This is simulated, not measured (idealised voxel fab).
Process module under the name voxel wiring stack
Displayed cross-section: cut, width of 280 nm, square cells sized 5 nm.
Each cross-section below is a grid of square cells, stated as bands in top-down order, with one or more rows of cells making up each band.
Band entry format. Leading values: height of top, height of bottom, nm. Remainder: materials in left-to-right order, each with its width in nm. Special words: "everywhere" on a single material, which then fills the band edge to edge; "air", empty space.
Below 0: as-received wafer, all one material; heights counted from there. Lowest band: no bottom, goes on down, written "0..down".
Graded width ("30 to 40"): value in top row of band = first number; value in bottom row = second number; row-to-row change constant.
Reading "nothing altered" for a step: not a cell of the cross-section changed in it.
Entry "Closed void roster". Content: empty spaces with no open connection to the top, size 8 cells or greater. Each: width x height at distance. Distance: from left edge. Unit: nm.
Post-settings text on a step line: simulator's own remark regarding the step.
"overlay nm", when on a step's line for a step with a mask, measures how far to the right of its planned place the mask lay; a negative measure means to the left.

These are the steps we planned for the process
1,RECEIVE,material Si
2,CONFORMAL_DEP,material SiO2,thk nm 10
3,CONFORMAL_DEP,material SiCN,thk nm 5
4,DIRECTIONAL_DEP,material SiO2,thk nm 25
5,MASKED_ETCH,tone open,mask id METAL_1,width nm 30,pitch nm 60,etch materials SiO2,depth nm 25,overlay nm 0
6,MASKED_ETCH,tone open,mask id METAL_1,width nm 30,pitch nm 60,etch materials SiCN,depth nm 5,overlay nm -15
7,CONFORMAL_DEP,material TiN,thk nm 5
8,FILL_DEP,material Cu,thk nm 10
9,CMP,height nm 40
10,EPI,material Ru,thk nm 5
11,FILL_DEP,material SiCN,thk nm 5
12,DIRECTIONAL_DEP,material lowk,thk nm 15
13,DIRECTIONAL_DEP,material aC,thk nm 10
14,PATTERN,tone open,mask id PLUG_1,material resist,width nm 15,pitch nm 60,thk nm 25,overlay nm 0
15,DIRECTIONAL_ETCH,etch materials aC,depth nm 10
16,STRIP,etch materials resist
17,DIRECTIONAL_ETCH,etch materials lowk,depth nm 15
18,DIRECTIONAL_ETCH,etch materials SiCN,depth nm 5
19,STRIP,etch materials aC
20,CONFORMAL_DEP,material TiN,thk nm 5
21,FILL_DEP,material Cu,thk nm 5
22,CMP,height nm 65
23,DIRECTIONAL_DEP,material TiN,thk nm 5
24,DIRECTIONAL_DEP,material W,thk nm 25
25,MASKED_ETCH,tone cover,mask id METAL_2,width nm 30,pitch nm 60,etch materials W,depth nm 25,overlay nm 0
26,MASKED_ETCH,tone cover,mask id METAL_2,width nm 30,pitch nm 60,etch materials TiN,depth nm 5,overlay nm 0
27,CONFORMAL_DEP,material SiN,thk nm 5
28,FILL_DEP,material lowk,thk nm 10
29,CMP,height nm 95
30,CONFORMAL_DEP,material SiCN,thk nm 5
31,DIRECTIONAL_DEP,material lowk,thk nm 15
32,DIRECTIONAL_DEP,material aC,thk nm 15
33,PATTERN,tone open,mask id PLUG_2,material resist,width nm 15,pitch nm 60,thk nm 35,overlay nm 0
34,DIRECTIONAL_ETCH,etch materials aC,depth nm 15
35,STRIP,etch materials resist
36,DIRECTIONAL_ETCH,etch materials lowk,depth nm 15
37,DIRECTIONAL_ETCH,etch materials SiCN,depth nm 5
38,STRIP,etch materials aC
39,CONFORMAL_DEP,material TiN,thk nm 5
40,FILL_DEP,material Cu,thk nm 10
41,CMP,height nm 115
42,DIRECTIONAL_DEP,material TiN,thk nm 5
43,DIRECTIONAL_DEP,material W,thk nm 25
44,DIRECTIONAL_DEP,material aC,thk nm 10
45,PATTERN,tone cover,mask id METAL_3,material resist,width nm 30,pitch nm 60,thk nm 30,overlay nm 0
46,DIRECTIONAL_ETCH,etch materials aC,depth nm 10
47,STRIP,etch materials resist
48,DIRECTIONAL_ETCH,etch materials W,depth nm 25
49,DIRECTIONAL_ETCH,etch materials TiN,depth nm 5
50,STRIP,etch materials aC
51,FILL_DEP,material lowk,thk nm 10
52,CMP,height nm 145
53,CONFORMAL_DEP,material SiN,thk nm 5
Keep in mind the plan's value for the overlay nm of step 6 comes from the first wafer; the wafers don't share that setting, but they do share the same starting point.

Cross-section of the first of several wafers on receipt, reflecting completion of step 1
> 0..down: Si everywhere
> Closed void roster: none

each wafer at the end: cells of each material gained (+) or lost (-) since it was received, then its closed voids
overlay nm -15, +46 Cu, +16 Ru, +190 SiCN, +120 SiN, +332 SiO2, +92 TiN, +120 W, +764 lowk, Closed void roster: none
overlay nm -10, +48 Cu, +16 Ru, +188 SiCN, +120 SiN, +332 SiO2, +92 TiN, +120 W, +764 lowk, Closed void roster: none
overlay nm -5, +50 Cu, +16 Ru, +186 SiCN, +120 SiN, +332 SiO2, +92 TiN, +120 W, +764 lowk, Closed void roster: none
overlay nm 0, +52 Cu, +16 Ru, +184 SiCN, +120 SiN, +332 SiO2, +92 TiN, +120 W, +764 lowk, Closed void roster: none
overlay nm 5, +50 Cu, +16 Ru, +186 SiCN, +120 SiN, +332 SiO2, +92 TiN, +120 W, +764 lowk, Closed void roster: none
overlay nm 10, +48 Cu, +16 Ru, +188 SiCN, +120 SiN, +332 SiO2, +92 TiN, +120 W, +764 lowk, Closed void roster: none
overlay nm 15, +46 Cu, +16 Ru, +190 SiCN, +120 SiN, +332 SiO2, +92 TiN, +120 W, +764 lowk, Closed void roster: none
